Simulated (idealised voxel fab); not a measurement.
process module | voxel wiring stack
cross-section cut | 215 nm wide | cells 5 nm
A cross-section is a grid of square cells, given in bands from the top down. A band is one or more rows of cells.
Each band's line starts with the height of the band's top and of its bottom, in nm. Then come its materials from left to right, each with its width in nm. One material with "throughout" fills the band from edge to edge. "air" is empty space.
Height 0 is the level under which the wafer as received is all one material. The lowest band goes on downwards, as in "0 down".
A width such as "30 to 40" changes by the same amount from each row of cells to the next, from the band's top row to its bottom row.
"no change" after a step means that no cell of the cross-section changed.
closed voids: empty space of 8 cells or more with no open way to the top, each as width x height at its distance from the left edge, in nm
after a step's settings: what the simulator itself notes on the step
overlay nm, on a step with a mask: how far to the right of its planned place the mask lay; to the left if negative
plan
1 op RECEIVE | material Si
2 op CONFORMAL_DEP | material SiO2 | thk nm 15
3 op DIRECTIONAL_DEP | material TiN | thk nm 5
4 op DIRECTIONAL_DEP | material Ru | thk nm 20
5 op DIRECTIONAL_DEP | material aC | thk nm 10
6 op PATTERN | tone cover | mask id METAL_1 | material resist | width nm 25 | pitch nm 50 | thk nm 30 | overlay nm 0
7 op DIRECTIONAL_ETCH | etch materials aC | depth nm 10
8 op STRIP | etch materials resist
9 op DIRECTIONAL_ETCH | etch materials Ru | depth nm 20
10 op DIRECTIONAL_ETCH | etch materials TiN | depth nm 5
11 op STRIP | etch materials aC
12 op FILL_DEP | material SiO2 | thk nm 10
13 op CMP | height nm 40
14 op CONFORMAL_DEP | material SiCN | thk nm 5
15 op DIRECTIONAL_DEP | material SiO2 | thk nm 20
16 op MASKED_ETCH | tone open | mask id PLUG_1 | width nm 15 | pitch nm 50 | etch materials SiO2 | depth nm 20 | overlay nm 0
17 op MASKED_ETCH | tone open | mask id PLUG_1 | width nm 15 | pitch nm 50 | etch materials SiCN | depth nm 5 | overlay nm 0
18 op EPI | material Ru | thk nm 10
19 op EPI | material Ru | thk nm 10
20 op EPI | material Ru | thk nm 5
21 op DIRECTIONAL_DEP | material TiN | thk nm 5
22 op DIRECTIONAL_DEP | material Ru | thk nm 15
23 op DIRECTIONAL_DEP | material aC | thk nm 10
24 op PATTERN | tone cover | mask id METAL_2 | material resist | width nm 25 | pitch nm 50 | thk nm 30 | overlay nm 0
25 op DIRECTIONAL_ETCH | etch materials aC | depth nm 10
26 op STRIP | etch materials resist
27 op DIRECTIONAL_ETCH | etch materials Ru | depth nm 15
28 op DIRECTIONAL_ETCH | etch materials TiN | depth nm 5
29 op STRIP | etch materials aC
30 op FILL_DEP | material SiO2 | thk nm 5
31 op CMP | height nm 85
32 op CONFORMAL_DEP | material SiCN | thk nm 5
33 op DIRECTIONAL_DEP | material lowk | thk nm 10
34 op MASKED_ETCH | tone open | mask id PLUG_2 | width nm 15 | pitch nm 50 | etch materials lowk | depth nm 10 | overlay nm 0
35 op MASKED_ETCH | tone open | mask id PLUG_2 | width nm 15 | pitch nm 50 | etch materials SiCN | depth nm 5 | overlay nm 0
36 op CONFORMAL_DEP | material TiN | thk nm 5
37 op FILL_DEP | material W | thk nm 5
38 op CMP | height nm 100
39 op CONFORMAL_DEP | material SiN | thk nm 5
40 op DIRECTIONAL_DEP | material SiO2 | thk nm 25
41 op PATTERN | tone open | mask id METAL_3 | material resist | width nm 25 | pitch nm 50 | thk nm 20 | overlay nm -15
42 op DIRECTIONAL_ETCH | etch materials SiO2 | depth nm 25
43 op DIRECTIONAL_ETCH | etch materials SiN | depth nm 5
44 op STRIP | etch materials resist
45 op CONFORMAL_DEP | material TiN | thk nm 5
46 op FILL_DEP | material Cu | thk nm 5
47 op CMP | height nm 130
48 op CONFORMAL_DEP | material SiCN | thk nm 5
49 op DIRECTIONAL_DEP | material SiO2 | thk nm 20
50 op MASKED_ETCH | tone open | mask id PLUG_3 | width nm 15 | etch materials SiO2 | depth nm 20 | overlay nm 0
51 op MASKED_ETCH | tone open | mask id PLUG_3 | width nm 15 | etch materials SiCN | depth nm 5 | overlay nm 0
52 op EPI | material Ru | thk nm 10
53 op EPI | material Ru | thk nm 10
54 op EPI | material Ru | thk nm 5
55 op CONFORMAL_DEP | material SiCN | thk nm 5
56 op DIRECTIONAL_DEP | material lowk | thk nm 25
57 op MASKED_ETCH | tone open | mask id METAL_4 | width nm 25 | pitch nm 50 | etch materials lowk | depth nm 25 | overlay nm 0
58 op MASKED_ETCH | tone open | mask id METAL_4 | width nm 25 | pitch nm 50 | etch materials SiCN | depth nm 5 | overlay nm 0
59 op CONFORMAL_DEP | material TiN | thk nm 5
60 op FILL_DEP | material Cu | thk nm 10
61 op CMP | height nm 185
62 op CONFORMAL_DEP | material SiN | thk nm 5
varied across the wafers: overlay nm of step 41. The plan shows the first wafer's value. All wafers start alike
first wafer as received, after step 1
  0 down: Si throughout
  closed voids: none
each wafer at the end: cells of each material gained (+) or lost (-) since it was received, then its closed voids
overlay nm -15 | +60 Cu | +115 Ru | +147 SiCN | +76 SiN | +899 SiO2 | +94 TiN | +4 W | +239 lowk | closed voids: none
overlay nm -10 | +60 Cu | +115 Ru | +147 SiCN | +76 SiN | +899 SiO2 | +94 TiN | +4 W | +239 lowk | closed voids: none
overlay nm -5 | +60 Cu | +115 Ru | +147 SiCN | +76 SiN | +899 SiO2 | +94 TiN | +4 W | +239 lowk | closed voids: none
overlay nm 0 | +60 Cu | +115 Ru | +147 SiCN | +76 SiN | +899 SiO2 | +94 TiN | +4 W | +239 lowk | closed voids: none
overlay nm 5 | +60 Cu | +115 Ru | +147 SiCN | +76 SiN | +899 SiO2 | +94 TiN | +4 W | +239 lowk | closed voids: none
overlay nm 10 | +60 Cu | +115 Ru | +147 SiCN | +76 SiN | +899 SiO2 | +94 TiN | +4 W | +239 lowk | closed voids: none
overlay nm 15 | +60 Cu | +100 Ru | +157 SiCN | +76 SiN | +899 SiO2 | +99 TiN | +4 W | +239 lowk | closed voids: none
